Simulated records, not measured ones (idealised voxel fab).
You're looking at the process module voxel air gaps.
FYI the section here is cut, 230 nm wide, cells are 5 nm squares.
Format of a cross-section: grid, square cells. Given as bands. Order: top down. Band: one or more rows of cells.
The band entry comprises the height of the band's top followed by the height of its bottom, expressed in nm, and subsequently the band's materials from left to right, each stated together with its width in nm. Where a single material is marked with the word "everywhere", that material fills the band from edge to edge. The word "air" represents empty space.
Heads up on the height convention: 0 is the point under which the incoming wafer is all one material, and the lowest band has no bottom, it just keeps going down, like "z 0 and below".
Per-row width for "30..40": begins at first number (top row of band), ends at second number (bottom row), increment between rows held constant.
Take "nothing got changed" at face value: in the step it is given for, the cross-section changed in none of its cells.
Reported under the label "Closed-off voids" are the empty spaces having no open way to the top and comprising 8 cells or more; the notation for each is width x height at distance, in which the distance is measured from the left edge and all three values are in nm.
Whatever follows a step's settings on its line is a remark the simulator itself makes about that step.
What "overlay nm" on a step's line means: if the step has a mask, that mask lay this far to the right of its planned place, or, when the value is negative, to the left.

# Process steps foreseen in the plan
- 1: RECEIVE (material Si)
- 2: CONFORMAL_DEP (material SiO2; thk nm 10)
- 3: CONFORMAL_DEP (material SiCN; thk nm 5)
- 4: DIRECTIONAL_DEP (material SiO2; thk nm 35)
- 5: PATTERN (tone open; mask id LINES; material resist; width nm 15; pitch nm 40; thk nm 20; overlay nm 0)
- 6: DIRECTIONAL_ETCH (etch materials SiO2; depth nm 35)
- 7: STRIP (etch materials resist)
- 8: CONFORMAL_DEP (material TiN; thk nm 5)
- 9: FILL_DEP (material W; thk nm 5)
- 10: CMP (height nm 50)
- 11: EPI (material Ru; thk nm 10)
- 12: SELECTIVE_ETCH (etch materials SiO2; depth nm 45)
- 13: CONFORMAL_DEP (material SiCN; thk nm 5)

# The first of a set of two wafers, run to plan

# As-received wafer cross-section (after step 1)
	z 0 and below: Si everywhere
	Closed-off voids: none

# How the wafer stands in section after step 2
	z 10 to 0: SiO2 everywhere
	Under 0: no change, same as before.

# How the wafer stands in section after step 3
	z 15 to 10: SiCN everywhere
	Under 10: no change, same as before.

# How the wafer stands in section after step 4
	z 50 to 15: SiO2 everywhere
	Under 15: no change, same as before.

# How the wafer stands in section after step 5
	z 70 to 50: 65 resist; 15 air; 25 resist; 15 air; 25 resist; 15 air; 70 resist
	Under 50: no change, same as before.

# How the wafer stands in section after step 6
	z 70 to 50: 65 resist; 15 air; 25 resist; 15 air; 25 resist; 15 air; 70 resist
	z 50 to 15: 65 SiO2; 15 air; 25 SiO2; 15 air; 25 SiO2; 15 air; 70 SiO2
	Under 15: no change, same as before.

# How the wafer stands in section after step 7
	z 50 to 15: 65 SiO2; 15 air; 25 SiO2; 15 air; 25 SiO2; 15 air; 70 SiO2
	Under 15: no change, same as before.

# How the wafer stands in section after step 8
	z 55 to 50: 70 TiN; 5 air; 35 TiN; 5 air; 35 TiN; 5 air; 75 TiN
	z 50 to 20: 65 SiO2; 5 TiN; 5 air; 5 TiN; 25 SiO2; 5 TiN; 5 air; 5 TiN; 25 SiO2; 5 TiN; 5 air; 5 TiN; 70 SiO2
	z 20 to 15: 65 SiO2; 15 TiN; 25 SiO2; 15 TiN; 25 SiO2; 15 TiN; 70 SiO2
	Under 15: no change, same as before.

# How the wafer stands in section after step 9
	z 60 to 55: W everywhere
	z 55 to 50: 70 TiN; 5 W; 35 TiN; 5 W; 35 TiN; 5 W; 75 TiN
	z 50 to 20: 65 SiO2; 5 TiN; 5 W; 5 TiN; 25 SiO2; 5 TiN; 5 W; 5 TiN; 25 SiO2; 5 TiN; 5 W; 5 TiN; 70 SiO2
	Under 20: no change, same as before.

# How the wafer stands in section after step 10
	z 50 to 20: 65 SiO2; 5 TiN; 5 W; 5 TiN; 25 SiO2; 5 TiN; 5 W; 5 TiN; 25 SiO2; 5 TiN; 5 W; 5 TiN; 70 SiO2
	Under 20: no change, same as before.

# How the wafer stands in section after step 11
	z 60 to 50: 55 air; 35 Ru; 5 air; 35 Ru; 5 air; 35 Ru; 60 air
	Under 50: no change, same as before.

# How the wafer stands in section after step 12
	z 60 to 50: 55 air; 35 Ru; 5 air; 35 Ru; 5 air; 35 Ru; 60 air
	z 50 to 20: 65 air; 5 TiN; 5 W; 5 TiN; 25 air; 5 TiN; 5 W; 5 TiN; 25 air; 5 TiN; 5 W; 5 TiN; 70 air
	z 20 to 15: 65 air; 15 TiN; 25 air; 15 TiN; 25 air; 15 TiN; 70 air
	Under 15: no change, same as before.

# How the wafer stands in section after step 13
	z 65 to 60: 50 air; 125 SiCN; 55 air
	z 60 to 50: 50 air; 5 SiCN; 35 Ru; 5 SiCN; 35 Ru; 5 SiCN; 35 Ru; 5 SiCN; 55 air
	z 50 to 45: 50 air; 15 SiCN; 5 TiN; 5 W; 5 TiN; 25 SiCN; 5 TiN; 5 W; 5 TiN; 25 SiCN; 5 TiN; 5 W; 5 TiN; 15 SiCN; 55 air
	z 45 to 20: 60 air; 5 SiCN; 5 TiN; 5 W; 5 TiN; 5 SiCN; 15 air; 5 SiCN; 5 TiN; 5 W; 5 TiN; 5 SiCN; 15 air; 5 SiCN; 5 TiN; 5 W; 5 TiN; 5 SiCN; 65 air
	z 20 to 15: 65 SiCN; 15 TiN; 25 SiCN; 15 TiN; 25 SiCN; 15 TiN; 70 SiCN
	Under 15: no change, same as before.
	Closed-off voids: 15 x 25 at 85; 15 x 25 at 125

# The remaining wafer, second of the two, started like the first and was run to the same plan, except that one mistake was made along the way; the two coincide through step 8, inclusive

# Cross-section of the second wafer at the time by which step 9 should have been completed according to the plan
	z 60 to 55: Ru everywhere
	z 55 to 50: 70 TiN; 5 Ru; 35 TiN; 5 Ru; 35 TiN; 5 Ru; 75 TiN
	z 50 to 20: 65 SiO2; 5 TiN; 5 Ru; 5 TiN; 25 SiO2; 5 TiN; 5 Ru; 5 TiN; 25 SiO2; 5 TiN; 5 Ru; 5 TiN; 70 SiO2
	Under 20: no change, same as before.

# Cross-section of the second wafer at the time by which step 10 should have been completed according to the plan
	z 50 to 20: 65 SiO2; 5 TiN; 5 Ru; 5 TiN; 25 SiO2; 5 TiN; 5 Ru; 5 TiN; 25 SiO2; 5 TiN; 5 Ru; 5 TiN; 70 SiO2
	Under 20: no change, same as before.

# Cross-section of the second wafer at the time by which step 11 should have been completed according to the plan
	z 60 to 50: 55 air; 35 Ru; 5 air; 35 Ru; 5 air; 35 Ru; 60 air
	Under 50: no change, same as before.

# Cross-section of the second wafer at the time by which step 12 should have been completed according to the plan
	z 60 to 50: 55 air; 35 Ru; 5 air; 35 Ru; 5 air; 35 Ru; 60 air
	z 50 to 20: 65 air; 5 TiN; 5 Ru; 5 TiN; 25 air; 5 TiN; 5 Ru; 5 TiN; 25 air; 5 TiN; 5 Ru; 5 TiN; 70 air
	z 20 to 15: 65 air; 15 TiN; 25 air; 15 TiN; 25 air; 15 TiN; 70 air
	Under 15: no change, same as before.

# Cross-section of the second wafer at the time by which step 13 should have been completed according to the plan
	z 65 to 60: 50 air; 125 SiCN; 55 air
	z 60 to 50: 50 air; 5 SiCN; 35 Ru; 5 SiCN; 35 Ru; 5 SiCN; 35 Ru; 5 SiCN; 55 air
	z 50 to 45: 50 air; 15 SiCN; 5 TiN; 5 Ru; 5 TiN; 25 SiCN; 5 TiN; 5 Ru; 5 TiN; 25 SiCN; 5 TiN; 5 Ru; 5 TiN; 15 SiCN; 55 air
	z 45 to 20: 60 air; 5 SiCN; 5 TiN; 5 Ru; 5 TiN; 5 SiCN; 15 air; 5 SiCN; 5 TiN; 5 Ru; 5 TiN; 5 SiCN; 15 air; 5 SiCN; 5 TiN; 5 Ru; 5 TiN; 5 SiCN; 65 air
	z 20 to 15: 65 SiCN; 15 TiN; 25 SiCN; 15 TiN; 25 SiCN; 15 TiN; 70 SiCN
	Under 15: no change, same as before.
	Closed-off voids: 15 x 25 at 85; 15 x 25 at 125
Which mistake was made when the wafer was run? step 9 did not use the planned setting and instead ran as FILL_DEP (material Ru; thk nm 5)
Heads up, by the end the second wafer has more or fewer cells of some materials compared to the first: 18 more of Ru | 18 fewer of W
